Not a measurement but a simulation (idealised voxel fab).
process module | voxel released beams
cross-section cut | 270 nm wide | cells 5 nm
A cross-section is a grid of square cells, given in bands from the top down. A band is one or more rows of cells.
Each band's line starts with the height of the band's top and of its bottom, in nm. Then come its materials from left to right, each with its width in nm. One material with "throughout" fills the band from edge to edge. "air" is empty space.
Height 0 is the level under which the wafer as received is all one material. The lowest band goes on downwards, as in "0 down".
A width such as "30 to 40" changes by the same amount from each row of cells to the next, from the band's top row to its bottom row.
"no change" after a step means that no cell of the cross-section changed.
closed voids: empty space of 8 cells or more with no open way to the top, each as width x height at its distance from the left edge, in nm
after a step's settings: what the simulator itself notes on the step
overlay nm, on a step with a mask: how far to the right of its planned place the mask lay; to the left if negative
plan
1 op RECEIVE | material Si
2 op CONFORMAL_DEP | material Al2O3 | thk nm 5
3 op DIRECTIONAL_DEP | material SiO2 | thk nm 10
4 op MASKED_ETCH | tone open | mask id ANCHOR | width nm 25 | etch materials SiO2 | depth nm 10 | overlay nm 0
5 op CONFORMAL_DEP | material W | thk nm 10
6 op MASKED_ETCH | tone cover | mask id BEAM | width nm 105 | etch materials W | depth nm 10 | overlay nm -15
7 op STRIP | etch materials SiO2
varied across the wafers: overlay nm of step 6. The plan shows the first wafer's value. All wafers start alike
first wafer as received, after step 1
  0 down: Si throughout
  closed voids: none
first wafer at the end, after step 7
  25 to 15: air 65 | W 30 | air 5 | W 70 | air 100
  15 to 5: air 85 | W 25 | air 160
  5 to 0: Al2O3 throughout
  0 down: Si throughout
  closed voids: none
last wafer at the end
  25 to 15: air 100 | W 100 | air 70
  15 to 5: air 85 | W 25 | air 160
  5 to 0: Al2O3 throughout
  0 down: Si throughout
  closed voids: none
each wafer at the end: cells of each material gained (+) or lost (-) since it was received, then its closed voids
overlay nm -15 | +54 Al2O3 | +50 W | closed voids: none
overlay nm -10 | +54 Al2O3 | +50 W | closed voids: none
overlay nm -5 | +54 Al2O3 | +50 W | closed voids: none
overlay nm 0 | +54 Al2O3 | +50 W | closed voids: none
overlay nm 5 | +54 Al2O3 | +50 W | closed voids: none
overlay nm 10 | +54 Al2O3 | +50 W | closed voids: none
overlay nm 15 | +54 Al2O3 | +50 W | closed voids: none
